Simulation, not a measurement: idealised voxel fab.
The process module that follows is named voxel quadruple lines.
Shown is cross-section cut, with a width of 280 nm and square cells of size 5 nm.
Format of a cross-section: grid, square cells. Given as bands. Order: top down. Band: one or more rows of cells. The band entry comprises the height of the band's top followed by the height of its bottom, expressed in nm, and subsequently the band's materials from left to right, each stated together with its width in nm. Where a single material is marked with the word "full width", that material fills the band from edge to edge. The word "empty" represents empty space. Heights from 0 (as-received wafer is one material below). Bottom band endless downward, as "0 and below". Width "30->40": first value at the band's top row of cells, second value at its bottom row, equal change from row to row. "remained unchanged", as given for a step, is the statement that not any cell of the cross-section underwent a change during that step. If an empty space has no open way to the top and is at least 8 cells in size, "Entrapped void list" lists it, written width x height at distance, where distance is measured from the left edge and every value is in nm. On each step's line, the part that comes after the settings is the simulator's own comment on the step. A step's line can hold "overlay nm"; with a mask on that step, the setting says how far right of the planned place the mask lay, while a negative setting says it lay to the left.
The planned process steps are enumerated hereunder:
1: op RECEIVE | material Si
2: op CONFORMAL_DEP | material SiO2 | thk nm 10
3: op DIRECTIONAL_DEP | material W | thk nm 15
4: op DIRECTIONAL_DEP | material polySi | thk nm 20
5: op DIRECTIONAL_DEP | material aC | thk nm 20
6: op PATTERN | tone cover | mask id MANDREL | material resist | width nm 30 | thk nm 25 | overlay nm 0
7: op DIRECTIONAL_ETCH | etch materials aC | depth nm 20
8: op STRIP | etch materials resist
9: op CONFORMAL_DEP | material SiO2 | thk nm 10
10: op DIRECTIONAL_ETCH | etch materials SiO2 | depth nm 10
11: op STRIP | etch materials aC
12: op DIRECTIONAL_ETCH | etch materials polySi | depth nm 20
13: op STRIP | etch materials SiO2
14: op CONFORMAL_DEP | material SiN | thk nm 10
15: op DIRECTIONAL_ETCH | etch materials SiN | depth nm 10
16: op STRIP | etch materials polySi
17: op DIRECTIONAL_ETCH | etch materials W | depth nm 15
18: op STRIP | etch materials SiN
Below: the first of two wafers, run as planned:
Shown in cross-section is the wafer as received, that is, as it stands after step 1:
  0 and below | Si full width
  Entrapped void list: none
Wafer section view after processing step 2:
  10 down to 0 | SiO2 full width
  Below 0, the layers are the same as they were.
Wafer section view after processing step 3:
  25 down to 10 | W full width
  Below 10, the layers are the same as they were.
Wafer section view after processing step 4:
  45 down to 25 | polySi full width
  Below 25, the layers are the same as they were.
Wafer section view after processing step 5:
  65 down to 45 | aC full width
  Below 45, the layers are the same as they were.
Wafer section view after processing step 6:
  90 down to 65 | 125 nm empty; 30 nm resist; 125 nm empty
  Below 65, the layers are the same as they were.
Wafer section view after processing step 7:
  70 down to 65 | 125 nm empty; 30 nm resist; 125 nm empty
  65 down to 45 | 125 nm empty; 30 nm aC; 125 nm empty
  Below 45, the layers are the same as they were.
Wafer section view after processing step 8:
  65 down to 45 | 125 nm empty; 30 nm aC; 125 nm empty
  Below 45, the layers are the same as they were.
Wafer section view after processing step 9:
  75 down to 65 | 115 nm empty; 50 nm SiO2; 115 nm empty
  65 down to 55 | 115 nm empty; 10 nm SiO2; 30 nm aC; 10 nm SiO2; 115 nm empty
  55 down to 45 | 125 nm SiO2; 30 nm aC; 125 nm SiO2
  Below 45, the layers are the same as they were.
Wafer section view after processing step 10:
  65 down to 45 | 115 nm empty; 10 nm SiO2; 30 nm aC; 10 nm SiO2; 115 nm empty
  Below 45, the layers are the same as they were.
Wafer section view after processing step 11:
  65 down to 45 | 115 nm empty; 10 nm SiO2; 30 nm empty; 10 nm SiO2; 115 nm empty
  Below 45, the layers are the same as they were.
Wafer section view after processing step 12:
  65 down to 45 | 115 nm empty; 10 nm SiO2; 30 nm empty; 10 nm SiO2; 115 nm empty
  45 down to 25 | 115 nm empty; 10 nm polySi; 30 nm empty; 10 nm polySi; 115 nm empty
  Below 25, the layers are the same as they were.
Wafer section view after processing step 13:
  45 down to 25 | 115 nm empty; 10 nm polySi; 30 nm empty; 10 nm polySi; 115 nm empty
  Below 25, the layers are the same as they were.
Wafer section view after processing step 14:
  55 down to 45 | 105 nm empty; 30 nm SiN; 10 nm empty; 30 nm SiN; 105 nm empty
  45 down to 35 | 105 nm empty; 10 nm SiN; 10 nm polySi; 10 nm SiN; 10 nm empty; 10 nm SiN; 10 nm polySi; 10 nm SiN; 105 nm empty
  35 down to 25 | 115 nm SiN; 10 nm polySi; 30 nm SiN; 10 nm polySi; 115 nm SiN
  Below 25, the layers are the same as they were.
Wafer section view after processing step 15:
  45 down to 25 | 105 nm empty; 10 nm SiN; 10 nm polySi; 10 nm SiN; 10 nm empty; 10 nm SiN; 10 nm polySi; 10 nm SiN; 105 nm empty
  Below 25, the layers are the same as they were.
Wafer section view after processing step 16:
  45 down to 25 | 105 nm empty; 10 nm SiN; 10 nm empty; 10 nm SiN; 10 nm empty; 10 nm SiN; 10 nm empty; 10 nm SiN; 105 nm empty
  Below 25, the layers are the same as they were.
Wafer section view after processing step 17:
  45 down to 25 | 105 nm empty; 10 nm SiN; 10 nm empty; 10 nm SiN; 10 nm empty; 10 nm SiN; 10 nm empty; 10 nm SiN; 105 nm empty
  25 down to 10 | 105 nm empty; 10 nm W; 10 nm empty; 10 nm W; 10 nm empty; 10 nm W; 10 nm empty; 10 nm W; 105 nm empty
  Below 10, the layers are the same as they were.
Wafer section view after processing step 18:
  25 down to 10 | 105 nm empty; 10 nm W; 10 nm empty; 10 nm W; 10 nm empty; 10 nm W; 10 nm empty; 10 nm W; 105 nm empty
  Below 10, the layers are the same as they were.
The second wafer was prepared from the same starting point and under the same plan as the first; its processing contained one mistake, and it remains indistinguishable from the first wafer up to and including step 4:
Second wafer shown in cross-section at the time step 5 was slated to end:
  65 down to 45 | W full width
  Below 45, the layers are the same as they were.
Second wafer shown in cross-section at the time step 6 was slated to end:
  90 down to 65 | 125 nm empty; 30 nm resist; 125 nm empty
  Below 65, the layers are the same as they were.
Second wafer shown in cross-section at the time step 7 was slated to end:
  70 down to 65 | 125 nm empty; 30 nm resist; 125 nm empty
  Below 65, the layers are the same as they were.
Second wafer shown in cross-section at the time step 8 was slated to end:
  65 down to 45 | W full width
  Below 45, the layers are the same as they were.
Second wafer shown in cross-section at the time step 9 was slated to end:
  75 down to 65 | SiO2 full width
  Below 65, the layers are the same as they were.
Second wafer shown in cross-section at the time step 10 was slated to end:
  65 down to 45 | W full width
  Below 45, the layers are the same as they were.
Second wafer shown in cross-section at the time step 11 was slated to end: remained unchanged
Second wafer shown in cross-section at the time step 12 was slated to end: remained unchanged
Second wafer shown in cross-section at the time step 13 was slated to end: remained unchanged
Second wafer shown in cross-section at the time step 14 was slated to end:
  75 down to 65 | SiN full width
  Below 65, the layers are the same as they were.
Second wafer shown in cross-section at the time step 15 was slated to end:
  65 down to 45 | W full width
  Below 45, the layers are the same as they were.
Second wafer shown in cross-section at the time step 16 was slated to end: remained unchanged
Second wafer shown in cross-section at the time step 17 was slated to end:
  50 down to 45 | W full width
  Below 45, the layers are the same as they were.
Second wafer shown in cross-section at the time step 18 was slated to end: remained unchanged
Error vs. plan: rather than as planned, step 5 actually ran as op DIRECTIONAL_DEP | material W | thk nm 20
at the end the second wafer has, in cells: 200 more of W | 224 more of polySi
